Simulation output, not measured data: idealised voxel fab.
Process module, titled voxel transistor to metal
Cross-section cut: width 170 nm, square cells of 5 nm.
In what follows, cross-sections appear as grids of square cells, described through bands that run from the top down, where every band is one or more rows of cells.
Per band: top height and bottom height in nm, followed by the left-to-right materials and their widths in nm; "throughout" marks a single material spanning edge to edge, "blank" marks empty space.
It should be noted that heights are counted from 0, beneath which the wafer as supplied is of one material throughout, and that the lowest band possesses no lower boundary but continues downward, as written in "from 0 down".
Graded width ("30 to 40"): value in top row of band = first number; value in bottom row = second number; row-to-row change constant.
When a step is marked "everything unchanged", none of the cells in the cross-section changed during that step.
For the entry "Internal closed voids", the listed items are empty spaces with no open way to the top whose size is 8 cells or more; each item follows the pattern width x height at distance, where distance is from the left edge and all three are in nm.
It should be noted that, on the line of a given step, the content following the step's settings is a remark produced by the simulator itself with respect to that step.
Regarding "overlay nm": on a step with a mask, it is the distance the mask lay to the right of its planned place; a negative value places it to the left.

LISTED BELOW ARE THE PROCESS STEPS AS PLANNED
| 1 | RECEIVE, material Si |
| 2 | CONFORMAL_DEP, material SiO2, thk nm 5 |
| 3 | CONFORMAL_DEP, material SiN, thk nm 10 |
| 4 | DIRECTIONAL_DEP, material aC, thk nm 10 |
| 5 | PATTERN, tone cover, mask id ACTIVE, material resist, width nm 110, thk nm 25, overlay nm 0 |
| 6 | DIRECTIONAL_ETCH, etch materials aC, depth nm 10 |
| 7 | STRIP, etch materials resist |
| 8 | DIRECTIONAL_ETCH, etch materials SiN, depth nm 10 |
| 9 | DIRECTIONAL_ETCH, etch materials SiO2, depth nm 5 |
| 10 | DIRECTIONAL_ETCH, etch materials Si, depth nm 20 |
| 11 | STRIP, etch materials aC |
| 12 | FILL_DEP, material SiO2, thk nm 15 |
| 13 | CMP, height nm 15 |
| 14 | SELECTIVE_ETCH, etch materials SiO2, depth nm 5 |
| 15 | STRIP, etch materials SiN |
| 16 | SELECTIVE_ETCH, etch materials SiO2, depth nm 5 |
| 17 | OXIDIZE, depth nm 5 |
| 18 | DIRECTIONAL_DEP, material polySi, thk nm 30 |
| 19 | DIRECTIONAL_DEP, material SiCN, thk nm 15 |
| 20 | MASKED_ETCH, tone cover, mask id GATE, width nm 30, etch materials SiCN, depth nm 25, overlay nm 0 |
| 21 | MASKED_ETCH, tone cover, mask id GATE, width nm 30, etch materials polySi, depth nm 40, overlay nm 0 |
| 22 | CONFORMAL_DEP, material SiN, thk nm 5 |
| 23 | DIRECTIONAL_ETCH, etch materials SiN, depth nm 5 |
| 24 | DIRECTIONAL_ETCH, etch materials SiO2, depth nm 5 |
| 25 | DIRECTIONAL_ETCH, etch materials Si, depth nm 15 |
| 26 | EPI, material pSi, thk nm 15 |
| 27 | FILL_DEP, material SiO2, thk nm 10 |
| 28 | CMP, height nm 30 |
| 29 | STRIP, etch materials polySi |
| 30 | SELECTIVE_ETCH, etch materials SiO2, depth nm 5 |
| 31 | CONFORMAL_DEP, material HfO2, thk nm 5 |
| 32 | CONFORMAL_DEP, material TiN, thk nm 5 |
| 33 | FILL_DEP, material W, thk nm 5 |
| 34 | CMP, height nm 25 |
| 35 | DIRECTIONAL_DEP, material SiO2, thk nm 10 |
| 36 | PATTERN, tone open, mask id CONTACT, material resist, width nm 15, pitch nm 75, thk nm 20, overlay nm 0 |
| 37 | DIRECTIONAL_ETCH, etch materials SiO2, depth nm 40 |
| 38 | STRIP, etch materials resist |
| 39 | CONFORMAL_DEP, material TiN, thk nm 5 |
| 40 | FILL_DEP, material Ru, thk nm 10 |
| 41 | CMP, height nm 35 |
| 42 | DIRECTIONAL_DEP, material TiN, thk nm 5 |
| 43 | DIRECTIONAL_DEP, material W, thk nm 25 |
| 44 | DIRECTIONAL_DEP, material aC, thk nm 15 |
| 45 | PATTERN, tone cover, mask id METAL_1, material resist, width nm 15, pitch nm 75, thk nm 30, overlay nm 0 |
| 46 | DIRECTIONAL_ETCH, etch materials aC, depth nm 15 |
| 47 | STRIP, etch materials resist |
| 48 | DIRECTIONAL_ETCH, etch materials W, depth nm 25 |
| 49 | DIRECTIONAL_ETCH, etch materials TiN, depth nm 5 |
| 50 | STRIP, etch materials aC |
| 51 | CONFORMAL_DEP, material SiCN, thk nm 5 |
| 52 | FILL_DEP, material lowk, thk nm 10 |
| 53 | CMP, height nm 65 |
| 54 | CONFORMAL_DEP, material SiCN, thk nm 5 |
It is noted that the wafers described herein are identical at the outset and are distinguished by the thk nm of step 2; the value stated in the plan corresponds to the first wafer.

AS RECEIVED, I.E. AFTER STEP 1: CROSS-SECTION THROUGH THE FIRST OF SEVERAL WAFERS
- from 0 down = Si throughout
- Internal closed voids: none

PER WAFER (ROW), END OF MODULE: DELTA IN CELLS PER MATERIAL SINCE RECEIPT, (+) FOR GAINED, (-) FOR LOST; CLOSED VOIDS AFTER THAT
thk nm 5, +18 HfO2, +8 Ru, -112 Si, +82 SiCN, +12 SiN, +198 SiO2, +52 TiN, +38 W, +120 lowk, +60 pSi, Internal closed voids: none
thk nm 10, +16 HfO2, +6 Ru, -78 Si, +82 SiCN, +8 SiN, +144 SiO2, +46 TiN, +36 W, +120 lowk, +96 pSi, Internal closed voids: none
thk nm 15, +16 HfO2, +6 Ru, -78 Si, +82 SiCN, +8 SiN, +144 SiO2, +46 TiN, +36 W, +120 lowk, +96 pSi, Internal closed voids: none
thk nm 20, +16 HfO2, +6 Ru, -78 Si, +82 SiCN, +8 SiN, +144 SiO2, +46 TiN, +36 W, +120 lowk, +96 pSi, Internal closed voids: none
